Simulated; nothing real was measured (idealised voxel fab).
process module | voxel gate over fins
cross-section cut | 250 nm wide | cells 5 nm
A cross-section is a grid of square cells, given in bands from the top down. A band is one or more rows of cells.
Each band's line starts with the height of the band's top and of its bottom, in nm. Then come its materials from left to right, each with its width in nm. One material with "throughout" fills the band from edge to edge. "air" is empty space.
Height 0 is the level under which the wafer as received is all one material. The lowest band goes on downwards, as in "0 down".
A width such as "30 to 40" changes by the same amount from each row of cells to the next, from the band's top row to its bottom row.
"no change" after a step means that no cell of the cross-section changed.
closed voids: empty space of 8 cells or more with no open way to the top, each as width x height at its distance from the left edge, in nm
after a step's settings: what the simulator itself notes on the step
overlay nm, on a step with a mask: how far to the right of its planned place the mask lay; to the left if negative
plan
1 op RECEIVE | material Si
2 op CONFORMAL_DEP | material SiN | thk nm 5
3 op DIRECTIONAL_DEP | material aC | thk nm 15
4 op PATTERN | tone cover | mask id FINS | material resist | width nm 15 | pitch nm 50 | thk nm 30 | overlay nm 0
5 op DIRECTIONAL_ETCH | etch materials aC | depth nm 15
6 op STRIP | etch materials resist
7 op DIRECTIONAL_ETCH | etch materials SiN | depth nm 5
8 op DIRECTIONAL_ETCH | etch materials Si | depth nm 40
9 op STRIP | etch materials aC
10 op FILL_DEP | material SiO2 | thk nm 15
11 op CMP | height nm 5
12 op DIRECTIONAL_DEP | material aC | thk nm 10
13 op PATTERN | tone open | mask id RAIL | material resist | width nm 15 | thk nm 25 | overlay nm 0
14 op DIRECTIONAL_ETCH | etch materials aC | depth nm 10
15 op STRIP | etch materials resist
16 op DIRECTIONAL_ETCH | etch materials SiO2 | depth nm 40
17 op STRIP | etch materials aC
18 op CONFORMAL_DEP | material TiN | thk nm 5
19 op FILL_DEP | material Ru | thk nm 5
20 op CMP | height nm 5
21 op SELECTIVE_ETCH | etch materials W Ru TiN | depth nm 20
22 op FILL_DEP | material SiO2 | thk nm 5
23 op CMP | height nm 5
24 op SELECTIVE_ETCH | etch materials SiO2 | depth nm 15
25 op STRIP | etch materials SiN
26 op CONFORMAL_DEP | material HfO2 | thk nm 5
27 op CONFORMAL_DEP | material TiN | thk nm 5
28 op FILL_DEP | material W | thk nm 15
29 op CMP | height nm 20
30 op CONFORMAL_DEP | material SiN | thk nm 5
first wafer, as planned
as received, after step 1
  0 down: Si throughout
  closed voids: none
after step 2
  5 to 0: SiN throughout
  below 0: unchanged
after step 3
  20 to 5: aC throughout
  below 5: unchanged
after step 4
  50 to 20: air 65 | resist 15 | air 35 | resist 15 | air 35 | resist 15 | air 70
  below 20: unchanged
after step 5
  35 to 20: air 65 | resist 15 | air 35 | resist 15 | air 35 | resist 15 | air 70
  20 to 5: air 65 | aC 15 | air 35 | aC 15 | air 35 | aC 15 | air 70
  below 5: unchanged
after step 6
  20 to 5: air 65 | aC 15 | air 35 | aC 15 | air 35 | aC 15 | air 70
  below 5: unchanged
after step 7
  20 to 5: air 65 | aC 15 | air 35 | aC 15 | air 35 | aC 15 | air 70
  5 to 0: air 65 | SiN 15 | air 35 | SiN 15 | air 35 | SiN 15 | air 70
  below 0: unchanged
after step 8
  20 to 5: air 65 | aC 15 | air 35 | aC 15 | air 35 | aC 15 | air 70
  5 to 0: air 65 | SiN 15 | air 35 | SiN 15 | air 35 | SiN 15 | air 70
  0 to -40: air 65 | Si 15 | air 35 | Si 15 | air 35 | Si 15 | air 70
  below -40: unchanged
after step 9
  5 to 0: air 65 | SiN 15 | air 35 | SiN 15 | air 35 | SiN 15 | air 70
  below 0: unchanged
after step 10
  20 to 5: SiO2 throughout
  5 to 0: SiO2 65 | SiN 15 | SiO2 35 | SiN 15 | SiO2 35 | SiN 15 | SiO2 70
  0 to -40: SiO2 65 | Si 15 | SiO2 35 | Si 15 | SiO2 35 | Si 15 | SiO2 70
  below -40: unchanged
after step 11
  5 to 0: SiO2 65 | SiN 15 | SiO2 35 | SiN 15 | SiO2 35 | SiN 15 | SiO2 70
  below 0: unchanged
after step 12
  15 to 5: aC throughout
  below 5: unchanged
after step 13
  40 to 15: resist 90 | air 15 | resist 145
  below 15: unchanged
after step 14
  30 to 15: resist 90 | air 15 | resist 145
  15 to 5: aC 90 | air 15 | aC 145
  below 5: unchanged
after step 15
  15 to 5: aC 90 | air 15 | aC 145
  below 5: unchanged
after step 16
  15 to 5: aC 90 | air 15 | aC 145
  5 to 0: SiO2 65 | SiN 15 | SiO2 10 | air 15 | SiO2 10 | SiN 15 | SiO2 35 | SiN 15 | SiO2 70
  0 to -35: SiO2 65 | Si 15 | SiO2 10 | air 15 | SiO2 10 | Si 15 | SiO2 35 | Si 15 | SiO2 70
  below -35: unchanged
after step 17
  5 to 0: SiO2 65 | SiN 15 | SiO2 10 | air 15 | SiO2 10 | SiN 15 | SiO2 35 | SiN 15 | SiO2 70
  below 0: unchanged
after step 18
  10 to 5: TiN 95 | air 5 | TiN 150
  5 to 0: SiO2 65 | SiN 15 | SiO2 10 | TiN 5 | air 5 | TiN 5 | SiO2 10 | SiN 15 | SiO2 35 | SiN 15 | SiO2 70
  0 to -30: SiO2 65 | Si 15 | SiO2 10 | TiN 5 | air 5 | TiN 5 | SiO2 10 | Si 15 | SiO2 35 | Si 15 | SiO2 70
  -30 to -35: SiO2 65 | Si 15 | SiO2 10 | TiN 15 | SiO2 10 | Si 15 | SiO2 35 | Si 15 | SiO2 70
  below -35: unchanged
after step 19
  15 to 10: Ru throughout
  10 to 5: TiN 95 | Ru 5 | TiN 150
  5 to 0: SiO2 65 | SiN 15 | SiO2 10 | TiN 5 | Ru 5 | TiN 5 | SiO2 10 | SiN 15 | SiO2 35 | SiN 15 | SiO2 70
  0 to -30: SiO2 65 | Si 15 | SiO2 10 | TiN 5 | Ru 5 | TiN 5 | SiO2 10 | Si 15 | SiO2 35 | Si 15 | SiO2 70
  below -30: unchanged
after step 20
  5 to 0: SiO2 65 | SiN 15 | SiO2 10 | TiN 5 | Ru 5 | TiN 5 | SiO2 10 | SiN 15 | SiO2 35 | SiN 15 | SiO2 70
  below 0: unchanged
after step 21
  5 to 0: SiO2 65 | SiN 15 | SiO2 10 | air 15 | SiO2 10 | SiN 15 | SiO2 35 | SiN 15 | SiO2 70
  0 to -15: SiO2 65 | Si 15 | SiO2 10 | air 15 | SiO2 10 | Si 15 | SiO2 35 | Si 15 | SiO2 70
  below -15: unchanged
after step 22
  10 to 5: SiO2 throughout
  5 to 0: SiO2 65 | SiN 15 | SiO2 35 | SiN 15 | SiO2 35 | SiN 15 | SiO2 70
  0 to -15: SiO2 65 | Si 15 | SiO2 35 | Si 15 | SiO2 35 | Si 15 | SiO2 70
  below -15: unchanged
after step 23
  5 to 0: SiO2 65 | SiN 15 | SiO2 35 | SiN 15 | SiO2 35 | SiN 15 | SiO2 70
  below 0: unchanged
after step 24
  5 to 0: air 65 | SiN 15 | air 35 | SiN 15 | air 35 | SiN 15 | air 70
  0 to -10: air 65 | Si 15 | air 35 | Si 15 | air 35 | Si 15 | air 70
  below -10: unchanged
after step 25
  0 to -10: air 65 | Si 15 | air 35 | Si 15 | air 35 | Si 15 | air 70
  below -10: unchanged
after step 26
  5 to 0: air 60 | HfO2 25 | air 25 | HfO2 25 | air 25 | HfO2 25 | air 65
  0 to -5: air 60 | HfO2 5 | Si 15 | HfO2 5 | air 25 | HfO2 5 | Si 15 | HfO2 5 | air 25 | HfO2 5 | Si 15 | HfO2 5 | air 65
  -5 to -10: HfO2 65 | Si 15 | HfO2 35 | Si 15 | HfO2 35 | Si 15 | HfO2 70
  below -10: unchanged
after step 27
  10 to 5: air 55 | TiN 35 | air 15 | TiN 35 | air 15 | TiN 35 | air 60
  5 to 0: air 55 | TiN 5 | HfO2 25 | TiN 5 | air 15 | TiN 5 | HfO2 25 | TiN 5 | air 15 | TiN 5 | HfO2 25 | TiN 5 | air 60
  0 to -5: TiN 60 | HfO2 5 | Si 15 | HfO2 5 | TiN 25 | HfO2 5 | Si 15 | HfO2 5 | TiN 25 | HfO2 5 | Si 15 | HfO2 5 | TiN 65
  below -5: unchanged
after step 28
  25 to 10: W throughout
  10 to 5: W 55 | TiN 35 | W 15 | TiN 35 | W 15 | TiN 35 | W 60
  5 to 0: W 55 | TiN 5 | HfO2 25 | TiN 5 | W 15 | TiN 5 | HfO2 25 | TiN 5 | W 15 | TiN 5 | HfO2 25 | TiN 5 | W 60
  below 0: unchanged
after step 29
  20 to 10: W throughout
  below 10: unchanged
after step 30
  25 to 20: SiN throughout
  below 20: unchanged
second wafer: like start, like plan, one mistake. Through step 3 it matches the first wafer
when step 4 should have ended
  50 to 20: air 60 | resist 15 | air 35 | resist 15 | air 35 | resist 15 | air 75
  below 20: unchanged
when step 5 should have ended
  35 to 20: air 60 | resist 15 | air 35 | resist 15 | air 35 | resist 15 | air 75
  20 to 5: air 60 | aC 15 | air 35 | aC 15 | air 35 | aC 15 | air 75
  below 5: unchanged
when step 6 should have ended
  20 to 5: air 60 | aC 15 | air 35 | aC 15 | air 35 | aC 15 | air 75
  below 5: unchanged
when step 7 should have ended
  20 to 5: air 60 | aC 15 | air 35 | aC 15 | air 35 | aC 15 | air 75
  5 to 0: air 60 | SiN 15 | air 35 | SiN 15 | air 35 | SiN 15 | air 75
  below 0: unchanged
when step 8 should have ended
  20 to 5: air 60 | aC 15 | air 35 | aC 15 | air 35 | aC 15 | air 75
  5 to 0: air 60 | SiN 15 | air 35 | SiN 15 | air 35 | SiN 15 | air 75
  0 to -40: air 60 | Si 15 | air 35 | Si 15 | air 35 | Si 15 | air 75
  below -40: unchanged
when step 9 should have ended
  5 to 0: air 60 | SiN 15 | air 35 | SiN 15 | air 35 | SiN 15 | air 75
  below 0: unchanged
when step 10 should have ended
  20 to 5: SiO2 throughout
  5 to 0: SiO2 60 | SiN 15 | SiO2 35 | SiN 15 | SiO2 35 | SiN 15 | SiO2 75
  0 to -40: SiO2 60 | Si 15 | SiO2 35 | Si 15 | SiO2 35 | Si 15 | SiO2 75
  below -40: unchanged
when step 11 should have ended
  5 to 0: SiO2 60 | SiN 15 | SiO2 35 | SiN 15 | SiO2 35 | SiN 15 | SiO2 75
  below 0: unchanged
when step 12 should have ended
  15 to 5: aC throughout
  below 5: unchanged
when step 13 should have ended
  40 to 15: resist 90 | air 15 | resist 145
  below 15: unchanged
when step 14 should have ended
  30 to 15: resist 90 | air 15 | resist 145
  15 to 5: aC 90 | air 15 | aC 145
  below 5: unchanged
when step 15 should have ended
  15 to 5: aC 90 | air 15 | aC 145
  below 5: unchanged
when step 16 should have ended
  15 to 5: aC 90 | air 15 | aC 145
  5 to 0: SiO2 60 | SiN 15 | SiO2 15 | air 15 | SiO2 5 | SiN 15 | SiO2 35 | SiN 15 | SiO2 75
  0 to -35: SiO2 60 | Si 15 | SiO2 15 | air 15 | SiO2 5 | Si 15 | SiO2 35 | Si 15 | SiO2 75
  below -35: unchanged
when step 17 should have ended
  5 to 0: SiO2 60 | SiN 15 | SiO2 15 | air 15 | SiO2 5 | SiN 15 | SiO2 35 | SiN 15 | SiO2 75
  below 0: unchanged
when step 18 should have ended
  10 to 5: TiN 95 | air 5 | TiN 150
  5 to 0: SiO2 60 | SiN 15 | SiO2 15 | TiN 5 | air 5 | TiN 5 | SiO2 5 | SiN 15 | SiO2 35 | SiN 15 | SiO2 75
  0 to -30: SiO2 60 | Si 15 | SiO2 15 | TiN 5 | air 5 | TiN 5 | SiO2 5 | Si 15 | SiO2 35 | Si 15 | SiO2 75
  -30 to -35: SiO2 60 | Si 15 | SiO2 15 | TiN 15 | SiO2 5 | Si 15 | SiO2 35 | Si 15 | SiO2 75
  below -35: unchanged
when step 19 should have ended
  15 to 10: Ru throughout
  10 to 5: TiN 95 | Ru 5 | TiN 150
  5 to 0: SiO2 60 | SiN 15 | SiO2 15 | TiN 5 | Ru 5 | TiN 5 | SiO2 5 | SiN 15 | SiO2 35 | SiN 15 | SiO2 75
  0 to -30: SiO2 60 | Si 15 | SiO2 15 | TiN 5 | Ru 5 | TiN 5 | SiO2 5 | Si 15 | SiO2 35 | Si 15 | SiO2 75
  below -30: unchanged
when step 20 should have ended
  5 to 0: SiO2 60 | SiN 15 | SiO2 15 | TiN 5 | Ru 5 | TiN 5 | SiO2 5 | SiN 15 | SiO2 35 | SiN 15 | SiO2 75
  below 0: unchanged
when step 21 should have ended
  5 to 0: SiO2 60 | SiN 15 | SiO2 15 | air 15 | SiO2 5 | SiN 15 | SiO2 35 | SiN 15 | SiO2 75
  0 to -15: SiO2 60 | Si 15 | SiO2 15 | air 15 | SiO2 5 | Si 15 | SiO2 35 | Si 15 | SiO2 75
  below -15: unchanged
when step 22 should have ended
  10 to 5: SiO2 throughout
  5 to 0: SiO2 60 | SiN 15 | SiO2 35 | SiN 15 | SiO2 35 | SiN 15 | SiO2 75
  0 to -15: SiO2 60 | Si 15 | SiO2 35 | Si 15 | SiO2 35 | Si 15 | SiO2 75
  below -15: unchanged
when step 23 should have ended
  5 to 0: SiO2 60 | SiN 15 | SiO2 35 | SiN 15 | SiO2 35 | SiN 15 | SiO2 75
  below 0: unchanged
when step 24 should have ended
  5 to 0: air 60 | SiN 15 | air 35 | SiN 15 | air 35 | SiN 15 | air 75
  0 to -10: air 60 | Si 15 | air 35 | Si 15 | air 35 | Si 15 | air 75
  below -10: unchanged
when step 25 should have ended
  0 to -10: air 60 | Si 15 | air 35 | Si 15 | air 35 | Si 15 | air 75
  below -10: unchanged
when step 26 should have ended
  5 to 0: air 55 | HfO2 25 | air 25 | HfO2 25 | air 25 | HfO2 25 | air 70
  0 to -5: air 55 | HfO2 5 | Si 15 | HfO2 5 | air 25 | HfO2 5 | Si 15 | HfO2 5 | air 25 | HfO2 5 | Si 15 | HfO2 5 | air 70
  -5 to -10: HfO2 60 | Si 15 | HfO2 35 | Si 15 | HfO2 35 | Si 15 | HfO2 75
  below -10: unchanged
when step 27 should have ended
  10 to 5: air 50 | TiN 35 | air 15 | TiN 35 | air 15 | TiN 35 | air 65
  5 to 0: air 50 | TiN 5 | HfO2 25 | TiN 5 | air 15 | TiN 5 | HfO2 25 | TiN 5 | air 15 | TiN 5 | HfO2 25 | TiN 5 | air 65
  0 to -5: TiN 55 | HfO2 5 | Si 15 | HfO2 5 | TiN 25 | HfO2 5 | Si 15 | HfO2 5 | TiN 25 | HfO2 5 | Si 15 | HfO2 5 | TiN 70
  below -5: unchanged
when step 28 should have ended
  25 to 10: W throughout
  10 to 5: W 50 | TiN 35 | W 15 | TiN 35 | W 15 | TiN 35 | W 65
  5 to 0: W 50 | TiN 5 | HfO2 25 | TiN 5 | W 15 | TiN 5 | HfO2 25 | TiN 5 | W 15 | TiN 5 | HfO2 25 | TiN 5 | W 65
  below 0: unchanged
when step 29 should have ended
  20 to 10: W throughout
  below 10: unchanged
when step 30 should have ended
  25 to 20: SiN throughout
  below 20: unchanged
what went wrong: step 4 ran as: op PATTERN | tone cover | mask id FINS | material resist | width nm 15 | pitch nm 50 | thk nm 30 | overlay nm -5
at the end the second wafer has, in cells: as many of each material as the first, in other places
